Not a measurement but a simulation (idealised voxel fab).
The document below concerns the process module designated voxel wiring stack.
This is section cut - it's 260 nm across, gridded in 5 nm square cells.
How to read a cross-section here: the picture is a grid of square cells, written as bands going from the top down, and any band can span one or more rows of cells.
For a band, the entry starts with two heights in nm, that of the top and then that of the bottom, and carries on with the band's materials in order from left to right, each alongside its width in nm; the word "full width" beside a single material means it fills the band edge to edge, and "air" means empty space.
The reference from which all heights are counted is 0, the level beneath which the as-received wafer is entirely one material; the lowest band, having no lower bound, proceeds downward and is written after the example "0 -> down".
Quick explanation for "30..40": the width changes in equal steps down the rows of cells, from the first number in the band's top row to the second number in its bottom row.
A step reported as "all unchanged" is a step in which no cell of the cross-section changed.
Empty spaces without an open route to the top, at least 8 cells in extent, make up the entry "Fully closed voids"; each is given as width x height at distance, where the distance is measured from the left edge, and all are in nm.
Past the settings on a step's line: simulator remark, on that step.
A step's line can hold "overlay nm"; with a mask on that step, the setting says how far right of the planned place the mask lay, while a negative setting says it lay to the left.

## So here's the lineup of process steps we planned
- 1: RECEIVE: material Si
- 2: CONFORMAL_DEP: material SiO2, thk nm 15
- 3: DIRECTIONAL_DEP: material TiN, thk nm 5
- 4: DIRECTIONAL_DEP: material W, thk nm 15
- 5: DIRECTIONAL_DEP: material aC, thk nm 10
- 6: PATTERN: tone cover, mask id METAL_1, material resist, width nm 20, pitch nm 50, thk nm 25, overlay nm 0
- 7: DIRECTIONAL_ETCH: etch materials aC, depth nm 10
- 8: STRIP: etch materials resist
- 9: DIRECTIONAL_ETCH: etch materials W, depth nm 15
- 10: DIRECTIONAL_ETCH: etch materials TiN, depth nm 5
- 11: STRIP: etch materials aC
- 12: FILL_DEP: material SiO2, thk nm 5
- 13: CMP: height nm 35
- 14: CONFORMAL_DEP: material SiCN, thk nm 5
- 15: DIRECTIONAL_DEP: material SiO2, thk nm 20
- 16: PATTERN: tone open, mask id PLUG_1, material resist, width nm 15, pitch nm 50, thk nm 15, overlay nm 0
- 17: DIRECTIONAL_ETCH: etch materials SiO2, depth nm 20
- 18: DIRECTIONAL_ETCH: etch materials SiCN, depth nm 5
- 19: STRIP: etch materials resist
- 20: CONFORMAL_DEP: material TiN, thk nm 5
- 21: FILL_DEP: material Cu, thk nm 10
- 22: CMP: height nm 60
- 23: CONFORMAL_DEP: material SiN, thk nm 5
- 24: DIRECTIONAL_DEP: material lowk, thk nm 25
- 25: DIRECTIONAL_DEP: material aC, thk nm 15
- 26: PATTERN: tone open, mask id METAL_2, material resist, width nm 20, pitch nm 50, thk nm 35, overlay nm 0
- 27: DIRECTIONAL_ETCH: etch materials aC, depth nm 15
- 28: STRIP: etch materials resist
- 29: DIRECTIONAL_ETCH: etch materials lowk, depth nm 25
- 30: DIRECTIONAL_ETCH: etch materials SiN, depth nm 5
- 31: STRIP: etch materials aC
- 32: CONFORMAL_DEP: material TiN, thk nm 5
- 33: FILL_DEP: material W, thk nm 10
- 34: CMP: height nm 90
- 35: EPI: material Ru, thk nm 5
- 36: FILL_DEP: material SiCN, thk nm 5
- 37: DIRECTIONAL_DEP: material lowk, thk nm 35
- 38: DIRECTIONAL_DEP: material aC, thk nm 15
- 39: PATTERN: tone open, mask id METAL_3, material resist, width nm 20, pitch nm 50, thk nm 35, overlay nm 0
- 40: DIRECTIONAL_ETCH: etch materials aC, depth nm 15
- 41: STRIP: etch materials resist
- 42: DIRECTIONAL_ETCH: etch materials lowk, depth nm 20
- 43: STRIP: etch materials aC
- 44: DIRECTIONAL_DEP: material aC, thk nm 10
- 45: PATTERN: tone open, mask id METAL_3_HOLES, material resist, width nm 15, pitch nm 50, thk nm 30, overlay nm 0
- 46: DIRECTIONAL_ETCH: etch materials aC, depth nm 10
- 47: STRIP: etch materials resist
- 48: DIRECTIONAL_ETCH: etch materials lowk, depth nm 15
- 49: DIRECTIONAL_ETCH: etch materials SiCN, depth nm 5
- 50: STRIP: etch materials aC
- 51: CONFORMAL_DEP: material TiN, thk nm 5
- 52: FILL_DEP: material Ru, thk nm 10
- 53: CMP: height nm 135
- 54: CONFORMAL_DEP: material SiCN, thk nm 5
- 55: DIRECTIONAL_DEP: material lowk, thk nm 25
- 56: PATTERN: tone open, mask id METAL_4, material resist, width nm 20, pitch nm 50, thk nm 20, overlay nm 0
- 57: DIRECTIONAL_ETCH: etch materials lowk, depth nm 15
- 58: STRIP: etch materials resist
- 59: MASKED_ETCH: tone open, mask id METAL_4_HOLES, width nm 15, pitch nm 50, etch materials lowk, depth nm 10, overlay nm 0
- 60: MASKED_ETCH: tone open, mask id METAL_4_HOLES, width nm 15, pitch nm 50, etch materials SiCN, depth nm 5, overlay nm 0
- 61: CONFORMAL_DEP: material TiN, thk nm 5
- 62: FILL_DEP: material Cu, thk nm 10
- 63: CMP: height nm 165
- 64: CONFORMAL_DEP: material SiN, thk nm 5

## Run as planned: first of two wafers

## Wafer at receipt (post step 1), cross-section
  0 -> down | Si full width
  Fully closed voids: none

## Sectional view: wafer, after step 2
  15 -> 0 | SiO2 full width
  Beneath the level 0, the cross-section is identical to its previous state.

## Sectional view: wafer, after step 3
  20 -> 15 | TiN full width
  Beneath the level 15, the cross-section is identical to its previous state.

## Sectional view: wafer, after step 4
  35 -> 20 | W full width
  Beneath the level 20, the cross-section is identical to its previous state.

## Sectional view: wafer, after step 5
  45 -> 35 | aC full width
  Beneath the level 35, the cross-section is identical to its previous state.

## Sectional view: wafer, after step 6
  70 -> 45 | 70 of air, then 20 of resist, then 30 of air, then 20 of resist, then 30 of air, then 20 of resist, then 70 of air
  Beneath the level 45, the cross-section is identical to its previous state.

## Sectional view: wafer, after step 7
  60 -> 45 | 70 of air, then 20 of resist, then 30 of air, then 20 of resist, then 30 of air, then 20 of resist, then 70 of air
  45 -> 35 | 70 of air, then 20 of aC, then 30 of air, then 20 of aC, then 30 of air, then 20 of aC, then 70 of air
  Beneath the level 35, the cross-section is identical to its previous state.

## Sectional view: wafer, after step 8
  45 -> 35 | 70 of air, then 20 of aC, then 30 of air, then 20 of aC, then 30 of air, then 20 of aC, then 70 of air
  Beneath the level 35, the cross-section is identical to its previous state.

## Sectional view: wafer, after step 9
  45 -> 35 | 70 of air, then 20 of aC, then 30 of air, then 20 of aC, then 30 of air, then 20 of aC, then 70 of air
  35 -> 20 | 70 of air, then 20 of W, then 30 of air, then 20 of W, then 30 of air, then 20 of W, then 70 of air
  Beneath the level 20, the cross-section is identical to its previous state.

## Sectional view: wafer, after step 10
  45 -> 35 | 70 of air, then 20 of aC, then 30 of air, then 20 of aC, then 30 of air, then 20 of aC, then 70 of air
  35 -> 20 | 70 of air, then 20 of W, then 30 of air, then 20 of W, then 30 of air, then 20 of W, then 70 of air
  20 -> 15 | 70 of air, then 20 of TiN, then 30 of air, then 20 of TiN, then 30 of air, then 20 of TiN, then 70 of air
  Beneath the level 15, the cross-section is identical to its previous state.

## Sectional view: wafer, after step 11
  35 -> 20 | 70 of air, then 20 of W, then 30 of air, then 20 of W, then 30 of air, then 20 of W, then 70 of air
  Beneath the level 20, the cross-section is identical to its previous state.

## Sectional view: wafer, after step 12
  40 -> 35 | SiO2 full width
  35 -> 20 | 70 of SiO2, then 20 of W, then 30 of SiO2, then 20 of W, then 30 of SiO2, then 20 of W, then 70 of SiO2
  20 -> 15 | 70 of SiO2, then 20 of TiN, then 30 of SiO2, then 20 of TiN, then 30 of SiO2, then 20 of TiN, then 70 of SiO2
  Beneath the level 15, the cross-section is identical to its previous state.

## Sectional view: wafer, after step 13
  35 -> 20 | 70 of SiO2, then 20 of W, then 30 of SiO2, then 20 of W, then 30 of SiO2, then 20 of W, then 70 of SiO2
  Beneath the level 20, the cross-section is identical to its previous state.

## Sectional view: wafer, after step 14
  40 -> 35 | SiCN full width
  Beneath the level 35, the cross-section is identical to its previous state.

## Sectional view: wafer, after step 15
  60 -> 40 | SiO2 full width
  Beneath the level 40, the cross-section is identical to its previous state.

## Sectional view: wafer, after step 16
  75 -> 60 | 70 of resist, then 15 of air, then 35 of resist, then 15 of air, then 35 of resist, then 15 of air, then 75 of resist
  Beneath the level 60, the cross-section is identical to its previous state.

## Sectional view: wafer, after step 17
  75 -> 60 | 70 of resist, then 15 of air, then 35 of resist, then 15 of air, then 35 of resist, then 15 of air, then 75 of resist
  60 -> 40 | 70 of SiO2, then 15 of air, then 35 of SiO2, then 15 of air, then 35 of SiO2, then 15 of air, then 75 of SiO2
  Beneath the level 40, the cross-section is identical to its previous state.

## Sectional view: wafer, after step 18
  75 -> 60 | 70 of resist, then 15 of air, then 35 of resist, then 15 of air, then 35 of resist, then 15 of air, then 75 of resist
  60 -> 40 | 70 of SiO2, then 15 of air, then 35 of SiO2, then 15 of air, then 35 of SiO2, then 15 of air, then 75 of SiO2
  40 -> 35 | 70 of SiCN, then 15 of air, then 35 of SiCN, then 15 of air, then 35 of SiCN, then 15 of air, then 75 of SiCN
  Beneath the level 35, the cross-section is identical to its previous state.

## Sectional view: wafer, after step 19
  60 -> 40 | 70 of SiO2, then 15 of air, then 35 of SiO2, then 15 of air, then 35 of SiO2, then 15 of air, then 75 of SiO2
  Beneath the level 40, the cross-section is identical to its previous state.

## Sectional view: wafer, after step 20
  65 -> 60 | 75 of TiN, then 5 of air, then 45 of TiN, then 5 of air, then 45 of TiN, then 5 of air, then 80 of TiN
  60 -> 40 | 70 of SiO2, then 5 of TiN, then 5 of air, then 5 of TiN, then 35 of SiO2, then 5 of TiN, then 5 of air, then 5 of TiN, then 35 of SiO2, then 5 of TiN, then 5 of air, then 5 of TiN, then 75 of SiO2
  40 -> 35 | 70 of SiCN, then 15 of TiN, then 35 of SiCN, then 15 of TiN, then 35 of SiCN, then 15 of TiN, then 75 of SiCN
  Beneath the level 35, the cross-section is identical to its previous state.

## Sectional view: wafer, after step 21
  75 -> 65 | Cu full width
  65 -> 60 | 75 of TiN, then 5 of Cu, then 45 of TiN, then 5 of Cu, then 45 of TiN, then 5 of Cu, then 80 of TiN
  60 -> 40 | 70 of SiO2, then 5 of TiN, then 5 of Cu, then 5 of TiN, then 35 of SiO2, then 5 of TiN, then 5 of Cu, then 5 of TiN, then 35 of SiO2, then 5 of TiN, then 5 of Cu, then 5 of TiN, then 75 of SiO2
  Beneath the level 40, the cross-section is identical to its previous state.

## Sectional view: wafer, after step 22
  60 -> 40 | 70 of SiO2, then 5 of TiN, then 5 of Cu, then 5 of TiN, then 35 of SiO2, then 5 of TiN, then 5 of Cu, then 5 of TiN, then 35 of SiO2, then 5 of TiN, then 5 of Cu, then 5 of TiN, then 75 of SiO2
  Beneath the level 40, the cross-section is identical to its previous state.

## Sectional view: wafer, after step 23
  65 -> 60 | SiN full width
  Beneath the level 60, the cross-section is identical to its previous state.

## Sectional view: wafer, after step 24
  90 -> 65 | lowk full width
  Beneath the level 65, the cross-section is identical to its previous state.

## Sectional view: wafer, after step 25
  105 -> 90 | aC full width
  Beneath the level 90, the cross-section is identical to its previous state.

## Sectional view: wafer, after step 26
  140 -> 105 | 70 of resist, then 20 of air, then 30 of resist, then 20 of air, then 30 of resist, then 20 of air, then 70 of resist
  Beneath the level 105, the cross-section is identical to its previous state.

## Sectional view: wafer, after step 27
  125 -> 105 | 70 of resist, then 20 of air, then 30 of resist, then 20 of air, then 30 of resist, then 20 of air, then 70 of resist
  105 -> 90 | 70 of aC, then 20 of air, then 30 of aC, then 20 of air, then 30 of aC, then 20 of air, then 70 of aC
  Beneath the level 90, the cross-section is identical to its previous state.

## Sectional view: wafer, after step 28
  105 -> 90 | 70 of aC, then 20 of air, then 30 of aC, then 20 of air, then 30 of aC, then 20 of air, then 70 of aC
  Beneath the level 90, the cross-section is identical to its previous state.

## Sectional view: wafer, after step 29
  105 -> 90 | 70 of aC, then 20 of air, then 30 of aC, then 20 of air, then 30 of aC, then 20 of air, then 70 of aC
  90 -> 65 | 70 of lowk, then 20 of air, then 30 of lowk, then 20 of air, then 30 of lowk, then 20 of air, then 70 of lowk
  Beneath the level 65, the cross-section is identical to its previous state.

## Sectional view: wafer, after step 30
  105 -> 90 | 70 of aC, then 20 of air, then 30 of aC, then 20 of air, then 30 of aC, then 20 of air, then 70 of aC
  90 -> 65 | 70 of lowk, then 20 of air, then 30 of lowk, then 20 of air, then 30 of lowk, then 20 of air, then 70 of lowk
  65 -> 60 | 70 of SiN, then 20 of air, then 30 of SiN, then 20 of air, then 30 of SiN, then 20 of air, then 70 of SiN
  Beneath the level 60, the cross-section is identical to its previous state.

## Sectional view: wafer, after step 31
  90 -> 65 | 70 of lowk, then 20 of air, then 30 of lowk, then 20 of air, then 30 of lowk, then 20 of air, then 70 of lowk
  Beneath the level 65, the cross-section is identical to its previous state.

## Sectional view: wafer, after step 32
  95 -> 90 | 75 of TiN, then 10 of air, then 40 of TiN, then 10 of air, then 40 of TiN, then 10 of air, then 75 of TiN
  90 -> 65 | 70 of lowk, then 5 of TiN, then 10 of air, then 5 of TiN, then 30 of lowk, then 5 of TiN, then 10 of air, then 5 of TiN, then 30 of lowk, then 5 of TiN, then 10 of air, then 5 of TiN, then 70 of lowk
  65 -> 60 | 70 of SiN, then 20 of TiN, then 30 of SiN, then 20 of TiN, then 30 of SiN, then 20 of TiN, then 70 of SiN
  Beneath the level 60, the cross-section is identical to its previous state.

## Sectional view: wafer, after step 33
  105 -> 95 | W full width
  95 -> 90 | 75 of TiN, then 10 of W, then 40 of TiN, then 10 of W, then 40 of TiN, then 10 of W, then 75 of TiN
  90 -> 65 | 70 of lowk, then 5 of TiN, then 10 of W, then 5 of TiN, then 30 of lowk, then 5 of TiN, then 10 of W, then 5 of TiN, then 30 of lowk, then 5 of TiN, then 10 of W, then 5 of TiN, then 70 of lowk
  Beneath the level 65, the cross-section is identical to its previous state.

## Sectional view: wafer, after step 34
  90 -> 65 | 70 of lowk, then 5 of TiN, then 10 of W, then 5 of TiN, then 30 of lowk, then 5 of TiN, then 10 of W, then 5 of TiN, then 30 of lowk, then 5 of TiN, then 10 of W, then 5 of TiN, then 70 of lowk
  Beneath the level 65, the cross-section is identical to its previous state.

## Sectional view: wafer, after step 35
  95 -> 90 | 65 of air, then 30 of Ru, then 20 of air, then 30 of Ru, then 20 of air, then 30 of Ru, then 65 of air
  Beneath the level 90, the cross-section is identical to its previous state.

## Sectional view: wafer, after step 36
  100 -> 95 | SiCN full width
  95 -> 90 | 65 of SiCN, then 30 of Ru, then 20 of SiCN, then 30 of Ru, then 20 of SiCN, then 30 of Ru, then 65 of SiCN
  Beneath the level 90, the cross-section is identical to its previous state.

## Sectional view: wafer, after step 37
  135 -> 100 | lowk full width
  Beneath the level 100, the cross-section is identical to its previous state.

## Sectional view: wafer, after step 38
  150 -> 135 | aC full width
  Beneath the level 135, the cross-section is identical to its previous state.

## Sectional view: wafer, after step 39
  185 -> 150 | 70 of resist, then 20 of air, then 30 of resist, then 20 of air, then 30 of resist, then 20 of air, then 70 of resist
  Beneath the level 150, the cross-section is identical to its previous state.

## Sectional view: wafer, after step 40
  170 -> 150 | 70 of resist, then 20 of air, then 30 of resist, then 20 of air, then 30 of resist, then 20 of air, then 70 of resist
  150 -> 135 | 70 of aC, then 20 of air, then 30 of aC, then 20 of air, then 30 of aC, then 20 of air, then 70 of aC
  Beneath the level 135, the cross-section is identical to its previous state.

## Sectional view: wafer, after step 41
  150 -> 135 | 70 of aC, then 20 of air, then 30 of aC, then 20 of air, then 30 of aC, then 20 of air, then 70 of aC
  Beneath the level 135, the cross-section is identical to its previous state.

## Sectional view: wafer, after step 42
  150 -> 135 | 70 of aC, then 20 of air, then 30 of aC, then 20 of air, then 30 of aC, then 20 of air, then 70 of aC
  135 -> 115 | 70 of lowk, then 20 of air, then 30 of lowk, then 20 of air, then 30 of lowk, then 20 of air, then 70 of lowk
  Beneath the level 115, the cross-section is identical to its previous state.

## Sectional view: wafer, after step 43
  135 -> 115 | 70 of lowk, then 20 of air, then 30 of lowk, then 20 of air, then 30 of lowk, then 20 of air, then 70 of lowk
  Beneath the level 115, the cross-section is identical to its previous state.

## Sectional view: wafer, after step 44
  145 -> 135 | 70 of aC, then 20 of air, then 30 of aC, then 20 of air, then 30 of aC, then 20 of air, then 70 of aC
  135 -> 125 | 70 of lowk, then 20 of air, then 30 of lowk, then 20 of air, then 30 of lowk, then 20 of air, then 70 of lowk
  125 -> 115 | 70 of lowk, then 20 of aC, then 30 of lowk, then 20 of aC, then 30 of lowk, then 20 of aC, then 70 of lowk
  Beneath the level 115, the cross-section is identical to its previous state.

## Sectional view: wafer, after step 45
  175 -> 145 | 70 of resist, then 15 of air, then 35 of resist, then 15 of air, then 35 of resist, then 15 of air, then 75 of resist
  145 -> 135 | 70 of aC, then 15 of air, then 5 of resist, then 30 of aC, then 15 of air, then 5 of resist, then 30 of aC, then 15 of air, then 5 of resist, then 70 of aC
  135 -> 125 | 70 of lowk, then 15 of air, then 5 of resist, then 30 of lowk, then 15 of air, then 5 of resist, then 30 of lowk, then 15 of air, then 5 of resist, then 70 of lowk
  Beneath the level 125, the cross-section is identical to its previous state.

## Sectional view: wafer, after step 46
  165 -> 145 | 70 of resist, then 15 of air, then 35 of resist, then 15 of air, then 35 of resist, then 15 of air, then 75 of resist
  145 -> 135 | 70 of aC, then 15 of air, then 5 of resist, then 30 of aC, then 15 of air, then 5 of resist, then 30 of aC, then 15 of air, then 5 of resist, then 70 of aC
  135 -> 125 | 70 of lowk, then 15 of air, then 5 of resist, then 30 of lowk, then 15 of air, then 5 of resist, then 30 of lowk, then 15 of air, then 5 of resist, then 70 of lowk
  125 -> 115 | 70 of lowk, then 15 of air, then 5 of aC, then 30 of lowk, then 15 of air, then 5 of aC, then 30 of lowk, then 15 of air, then 5 of aC, then 70 of lowk
  Beneath the level 115, the cross-section is identical to its previous state.

## Sectional view: wafer, after step 47
  145 -> 135 | 70 of aC, then 20 of air, then 30 of aC, then 20 of air, then 30 of aC, then 20 of air, then 70 of aC
  135 -> 125 | 70 of lowk, then 20 of air, then 30 of lowk, then 20 of air, then 30 of lowk, then 20 of air, then 70 of lowk
  Beneath the level 125, the cross-section is identical to its previous state.

## Sectional view: wafer, after step 48
  145 -> 135 | 70 of aC, then 20 of air, then 30 of aC, then 20 of air, then 30 of aC, then 20 of air, then 70 of aC
  135 -> 125 | 70 of lowk, then 20 of air, then 30 of lowk, then 20 of air, then 30 of lowk, then 20 of air, then 70 of lowk
  125 -> 115 | 70 of lowk, then 15 of air, then 5 of aC, then 30 of lowk, then 15 of air, then 5 of aC, then 30 of lowk, then 15 of air, then 5 of aC, then 70 of lowk
  115 -> 100 | 70 of lowk, then 15 of air, then 35 of lowk, then 15 of air, then 35 of lowk, then 15 of air, then 75 of lowk
  Beneath the level 100, the cross-section is identical to its previous state.

## Sectional view: wafer, after step 49
  145 -> 135 | 70 of aC, then 20 of air, then 30 of aC, then 20 of air, then 30 of aC, then 20 of air, then 70 of aC
  135 -> 125 | 70 of lowk, then 20 of air, then 30 of lowk, then 20 of air, then 30 of lowk, then 20 of air, then 70 of lowk
  125 -> 115 | 70 of lowk, then 15 of air, then 5 of aC, then 30 of lowk, then 15 of air, then 5 of aC, then 30 of lowk, then 15 of air, then 5 of aC, then 70 of lowk
  115 -> 100 | 70 of lowk, then 15 of air, then 35 of lowk, then 15 of air, then 35 of lowk, then 15 of air, then 75 of lowk
  100 -> 95 | 70 of SiCN, then 15 of air, then 35 of SiCN, then 15 of air, then 35 of SiCN, then 15 of air, then 75 of SiCN
  Beneath the level 95, the cross-section is identical to its previous state.

## Sectional view: wafer, after step 50
  135 -> 115 | 70 of lowk, then 20 of air, then 30 of lowk, then 20 of air, then 30 of lowk, then 20 of air, then 70 of lowk
  Beneath the level 115, the cross-section is identical to its previous state.

## Sectional view: wafer, after step 51
  140 -> 135 | 75 of TiN, then 10 of air, then 40 of TiN, then 10 of air, then 40 of TiN, then 10 of air, then 75 of TiN
  135 -> 120 | 70 of lowk, then 5 of TiN, then 10 of air, then 5 of TiN, then 30 of lowk, then 5 of TiN, then 10 of air, then 5 of TiN, then 30 of lowk, then 5 of TiN, then 10 of air, then 5 of TiN, then 70 of lowk
  120 -> 115 | 70 of lowk, then 5 of TiN, then 5 of air, then 10 of TiN, then 30 of lowk, then 5 of TiN, then 5 of air, then 10 of TiN, then 30 of lowk, then 5 of TiN, then 5 of air, then 10 of TiN, then 70 of lowk
  115 -> 100 | 70 of lowk, then 5 of TiN, then 5 of air, then 5 of TiN, then 35 of lowk, then 5 of TiN, then 5 of air, then 5 of TiN, then 35 of lowk, then 5 of TiN, then 5 of air, then 5 of TiN, then 75 of lowk
  100 -> 95 | 70 of SiCN, then 15 of TiN, then 35 of SiCN, then 15 of TiN, then 35 of SiCN, then 15 of TiN, then 75 of SiCN
  Beneath the level 95, the cross-section is identical to its previous state.

## Sectional view: wafer, after step 52
  150 -> 140 | Ru full width
  140 -> 135 | 75 of TiN, then 10 of Ru, then 40 of TiN, then 10 of Ru, then 40 of TiN, then 10 of Ru, then 75 of TiN
  135 -> 120 | 70 of lowk, then 5 of TiN, then 10 of Ru, then 5 of TiN, then 30 of lowk, then 5 of TiN, then 10 of Ru, then 5 of TiN, then 30 of lowk, then 5 of TiN, then 10 of Ru, then 5 of TiN, then 70 of lowk
  120 -> 115 | 70 of lowk, then 5 of TiN, then 5 of Ru, then 10 of TiN, then 30 of lowk, then 5 of TiN, then 5 of Ru, then 10 of TiN, then 30 of lowk, then 5 of TiN, then 5 of Ru, then 10 of TiN, then 70 of lowk
  115 -> 100 | 70 of lowk, then 5 of TiN, then 5 of Ru, then 5 of TiN, then 35 of lowk, then 5 of TiN, then 5 of Ru, then 5 of TiN, then 35 of lowk, then 5 of TiN, then 5 of Ru, then 5 of TiN, then 75 of lowk
  Beneath the level 100, the cross-section is identical to its previous state.

## Sectional view: wafer, after step 53
  135 -> 120 | 70 of lowk, then 5 of TiN, then 10 of Ru, then 5 of TiN, then 30 of lowk, then 5 of TiN, then 10 of Ru, then 5 of TiN, then 30 of lowk, then 5 of TiN, then 10 of Ru, then 5 of TiN, then 70 of lowk
  Beneath the level 120, the cross-section is identical to its previous state.

## Sectional view: wafer, after step 54
  140 -> 135 | SiCN full width
  Beneath the level 135, the cross-section is identical to its previous state.

## Sectional view: wafer, after step 55
  165 -> 140 | lowk full width
  Beneath the level 140, the cross-section is identical to its previous state.

## Sectional view: wafer, after step 56
  185 -> 165 | 70 of resist, then 20 of air, then 30 of resist, then 20 of air, then 30 of resist, then 20 of air, then 70 of resist
  Beneath the level 165, the cross-section is identical to its previous state.

## Sectional view: wafer, after step 57
  185 -> 165 | 70 of resist, then 20 of air, then 30 of resist, then 20 of air, then 30 of resist, then 20 of air, then 70 of resist
  165 -> 150 | 70 of lowk, then 20 of air, then 30 of lowk, then 20 of air, then 30 of lowk, then 20 of air, then 70 of lowk
  Beneath the level 150, the cross-section is identical to its previous state.

## Sectional view: wafer, after step 58
  165 -> 150 | 70 of lowk, then 20 of air, then 30 of lowk, then 20 of air, then 30 of lowk, then 20 of air, then 70 of lowk
  Beneath the level 150, the cross-section is identical to its previous state.

## Sectional view: wafer, after step 59
  165 -> 150 | 70 of lowk, then 20 of air, then 30 of lowk, then 20 of air, then 30 of lowk, then 20 of air, then 70 of lowk
  150 -> 140 | 70 of lowk, then 15 of air, then 35 of lowk, then 15 of air, then 35 of lowk, then 15 of air, then 75 of lowk
  Beneath the level 140, the cross-section is identical to its previous state.

## Sectional view: wafer, after step 60
  165 -> 150 | 70 of lowk, then 20 of air, then 30 of lowk, then 20 of air, then 30 of lowk, then 20 of air, then 70 of lowk
  150 -> 140 | 70 of lowk, then 15 of air, then 35 of lowk, then 15 of air, then 35 of lowk, then 15 of air, then 75 of lowk
  140 -> 135 | 70 of SiCN, then 15 of air, then 35 of SiCN, then 15 of air, then 35 of SiCN, then 15 of air, then 75 of SiCN
  Beneath the level 135, the cross-section is identical to its previous state.

## Sectional view: wafer, after step 61
  170 -> 165 | 75 of TiN, then 10 of air, then 40 of TiN, then 10 of air, then 40 of TiN, then 10 of air, then 75 of TiN
  165 -> 155 | 70 of lowk, then 5 of TiN, then 10 of air, then 5 of TiN, then 30 of lowk, then 5 of TiN, then 10 of air, then 5 of TiN, then 30 of lowk, then 5 of TiN, then 10 of air, then 5 of TiN, then 70 of lowk
  155 -> 150 | 70 of lowk, then 5 of TiN, then 5 of air, then 10 of TiN, then 30 of lowk, then 5 of TiN, then 5 of air, then 10 of TiN, then 30 of lowk, then 5 of TiN, then 5 of air, then 10 of TiN, then 70 of lowk
  150 -> 140 | 70 of lowk, then 5 of TiN, then 5 of air, then 5 of TiN, then 35 of lowk, then 5 of TiN, then 5 of air, then 5 of TiN, then 35 of lowk, then 5 of TiN, then 5 of air, then 5 of TiN, then 75 of lowk
  140 -> 135 | 70 of SiCN, then 15 of TiN, then 35 of SiCN, then 15 of TiN, then 35 of SiCN, then 15 of TiN, then 75 of SiCN
  Beneath the level 135, the cross-section is identical to its previous state.

## Sectional view: wafer, after step 62
  180 -> 170 | Cu full width
  170 -> 165 | 75 of TiN, then 10 of Cu, then 40 of TiN, then 10 of Cu, then 40 of TiN, then 10 of Cu, then 75 of TiN
  165 -> 155 | 70 of lowk, then 5 of TiN, then 10 of Cu, then 5 of TiN, then 30 of lowk, then 5 of TiN, then 10 of Cu, then 5 of TiN, then 30 of lowk, then 5 of TiN, then 10 of Cu, then 5 of TiN, then 70 of lowk
  155 -> 150 | 70 of lowk, then 5 of TiN, then 5 of Cu, then 10 of TiN, then 30 of lowk, then 5 of TiN, then 5 of Cu, then 10 of TiN, then 30 of lowk, then 5 of TiN, then 5 of Cu, then 10 of TiN, then 70 of lowk
  150 -> 140 | 70 of lowk, then 5 of TiN, then 5 of Cu, then 5 of TiN, then 35 of lowk, then 5 of TiN, then 5 of Cu, then 5 of TiN, then 35 of lowk, then 5 of TiN, then 5 of Cu, then 5 of TiN, then 75 of lowk
  Beneath the level 140, the cross-section is identical to its previous state.

## Sectional view: wafer, after step 63
  165 -> 155 | 70 of lowk, then 5 of TiN, then 10 of Cu, then 5 of TiN, then 30 of lowk, then 5 of TiN, then 10 of Cu, then 5 of TiN, then 30 of lowk, then 5 of TiN, then 10 of Cu, then 5 of TiN, then 70 of lowk
  Beneath the level 155, the cross-section is identical to its previous state.

## Sectional view: wafer, after step 64
  170 -> 165 | SiN full width
  Beneath the level 165, the cross-section is identical to its previous state.

## Second Wafer (Identical Start and Plan, One Processing Error; Matches First Wafer Through Step 61)

## What the second wafer looks like in cross-section when step 62 should have wrapped up
  180 -> 170 | SiO2 full width
  170 -> 165 | 75 of TiN, then 10 of SiO2, then 40 of TiN, then 10 of SiO2, then 40 of TiN, then 10 of SiO2, then 75 of TiN
  165 -> 155 | 70 of lowk, then 5 of TiN, then 10 of SiO2, then 5 of TiN, then 30 of lowk, then 5 of TiN, then 10 of SiO2, then 5 of TiN, then 30 of lowk, then 5 of TiN, then 10 of SiO2, then 5 of TiN, then 70 of lowk
  155 -> 150 | 70 of lowk, then 5 of TiN, then 5 of SiO2, then 10 of TiN, then 30 of lowk, then 5 of TiN, then 5 of SiO2, then 10 of TiN, then 30 of lowk, then 5 of TiN, then 5 of SiO2, then 10 of TiN, then 70 of lowk
  150 -> 140 | 70 of lowk, then 5 of TiN, then 5 of SiO2, then 5 of TiN, then 35 of lowk, then 5 of TiN, then 5 of SiO2, then 5 of TiN, then 35 of lowk, then 5 of TiN, then 5 of SiO2, then 5 of TiN, then 75 of lowk
  Beneath the level 140, the cross-section is identical to its previous state.

## What the second wafer looks like in cross-section when step 63 should have wrapped up
  165 -> 155 | 70 of lowk, then 5 of TiN, then 10 of SiO2, then 5 of TiN, then 30 of lowk, then 5 of TiN, then 10 of SiO2, then 5 of TiN, then 30 of lowk, then 5 of TiN, then 10 of SiO2, then 5 of TiN, then 70 of lowk
  Beneath the level 155, the cross-section is identical to its previous state.

## What the second wafer looks like in cross-section when step 64 should have wrapped up
  170 -> 165 | SiN full width
  Beneath the level 165, the cross-section is identical to its previous state.
Plan not followed: step 62 ran differently from the plan; actual operation with settings: FILL_DEP: material SiO2, thk nm 10
Upon completion, the second wafer contains, in terms of cells, a greater or smaller amount of certain materials than the first wafer: Cu -21, SiO2 +21
